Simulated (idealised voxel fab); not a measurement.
Title: Process Module voxel gate over fins
This is section cut - it's 165 nm across, gridded in 5 nm square cells.
Throughout this document, each cross-section is represented as a grid of square cells and is presented as a sequence of bands enumerated from the top downward, where a band comprises one or more rows of cells. Quick guide to a band line: top height, bottom height (nm) up front; then every material left to right with its width in nm. Only one material and it's marked "edge to edge"? Then it fills the band edge to edge. And "air" just means empty space. Note: height 0 marks the level under which the wafer is uniformly one material as received. Lowest band unbounded below, written "z 0 and below". It should be noted that a width expressed as "30 to 40" varies in equal increments from row to row of cells within the band, taking the value of the first number at the top row and that of the second number at the bottom row. It should be understood that the words "remained unchanged", when stated for a given step, signify that the cross-section underwent no change in any of its cells during that step. Entry "Entrapped voids" = empty spaces >= 8 cells with no open way to the top; each as width x height at distance, distance from left edge, all nm. Read whatever lies past the settings on a step's line as the simulator's own remark about the step. When a step includes a mask, the "overlay nm" setting on its line states how far to the right of its planned place that mask lay, and negative values state how far to the left.
[Process steps - plan]
1 op RECEIVE | material Si
2 op CONFORMAL_DEP | material SiN | thk nm 5
3 op MASKED_ETCH | tone cover | mask id FINS | width nm 15 | pitch nm 55 | etch materials SiN | depth nm 5 | overlay nm 0
4 op MASKED_ETCH | tone cover | mask id FINS | width nm 15 | pitch nm 55 | etch materials Si | depth nm 40 | overlay nm 0
5 op OXIDIZE | depth nm 5
6 op FILL_DEP | material SiO2 | thk nm 15
7 op CMP | height nm 5
8 op PATTERN | tone open | mask id RAIL | material resist | width nm 15 | thk nm 15 | overlay nm 0
9 op DIRECTIONAL_ETCH | etch materials SiO2 | depth nm 40
10 op STRIP | etch materials resist
11 op CONFORMAL_DEP | material TiN | thk nm 5
12 op FILL_DEP | material W | thk nm 5
13 op CMP | height nm 5
14 op SELECTIVE_ETCH | etch materials W Ru TiN | depth nm 25
15 op FILL_DEP | material SiO2 | thk nm 5
16 op CMP | height nm 5
17 op SELECTIVE_ETCH | etch materials SiO2 | depth nm 15
18 op STRIP | etch materials SiN
19 op CONFORMAL_DEP | material HfO2 | thk nm 5
20 op CONFORMAL_DEP | material TiN | thk nm 5
21 op CONFORMAL_DEP | material TiAl | thk nm 5
22 op CONFORMAL_DEP | material TiN | thk nm 5
23 op FILL_DEP | material W | thk nm 15
24 op CMP | height nm 30
25 op CONFORMAL_DEP | material SiN | thk nm 5
[Step 1 complete: cross-section of the wafer as received]
z 0 and below | Si edge to edge
Entrapped voids: none
[Cross-sectional view of the first of the two wafers upon completion of the module, processed in accordance with the plan]
z 35 to 30 | SiN edge to edge
z 30 to 20 | W edge to edge
z 20 to 15 | W=30 | TiN=45 | W=10 | TiN=45 | W=35
z 15 to 10 | W=30 | TiN=5 | TiAl=35 | TiN=5 | W=10 | TiN=5 | TiAl=35 | TiN=5 | W=35
z 10 to 5 | TiN=35 | TiAl=5 | TiN=25 | TiAl=5 | TiN=20 | TiAl=5 | TiN=25 | TiAl=5 | TiN=40
z 5 to 0 | TiAl=40 | TiN=5 | HfO2=15 | TiN=5 | TiAl=30 | TiN=5 | HfO2=15 | TiN=5 | TiAl=45
z 0 to -5 | TiN=45 | HfO2=5 | Si=5 | HfO2=5 | TiN=40 | HfO2=5 | Si=5 | HfO2=5 | TiN=50
z -5 to -10 | HfO2=50 | Si=5 | HfO2=50 | Si=5 | HfO2=55
z -10 to -20 | SiO2=50 | Si=5 | SiO2=50 | Si=5 | SiO2=55
z -20 to -30 | SiO2=50 | Si=5 | SiO2=15 | TiN=5 | W=5 | TiN=5 | SiO2=20 | Si=5 | SiO2=55
z -30 to -35 | SiO2=50 | Si=5 | SiO2=15 | TiN=15 | SiO2=20 | Si=5 | SiO2=55
z -35 to -45 | SiO2=50 | Si=5 | SiO2=50 | Si=5 | SiO2=55
z -45 and below | Si edge to edge
Entrapped voids: none
[Here's the second of our two wafers sectioned at module end. Same start as the first, same plan, but one mistake got made running it]
z 35 to 30 | SiN edge to edge
z 30 to 15 | W edge to edge
z 15 to 10 | W=30 | TiN=45 | W=10 | TiN=45 | W=35
z 10 to 5 | TiN=35 | TiAl=35 | TiN=20 | TiAl=35 | TiN=40
z 5 to 0 | TiAl=40 | TiN=25 | TiAl=30 | TiN=25 | TiAl=45
z 0 to -5 | TiN=45 | HfO2=15 | TiN=40 | HfO2=15 | TiN=50
z -5 to -10 | HfO2=50 | Si=5 | HfO2=50 | Si=5 | HfO2=55
z -10 to -20 | SiO2=50 | Si=5 | SiO2=50 | Si=5 | SiO2=55
z -20 to -30 | SiO2=50 | Si=5 | SiO2=15 | TiN=5 | W=5 | TiN=5 | SiO2=20 | Si=5 | SiO2=55
z -30 to -35 | SiO2=50 | Si=5 | SiO2=15 | TiN=15 | SiO2=20 | Si=5 | SiO2=55
z -35 to -45 | SiO2=50 | Si=5 | SiO2=50 | Si=5 | SiO2=55
z -45 and below | Si edge to edge
Entrapped voids: none
What was done differently from what was planned? step 2 in the plan did not get run; it was skipped
Wafer comparison, final, in cells, second relative to first, materials more or fewer: HfO2: 4 fewer | Si: 2 fewer | TiAl: 4 fewer | TiN: 8 fewer | W: 18 more
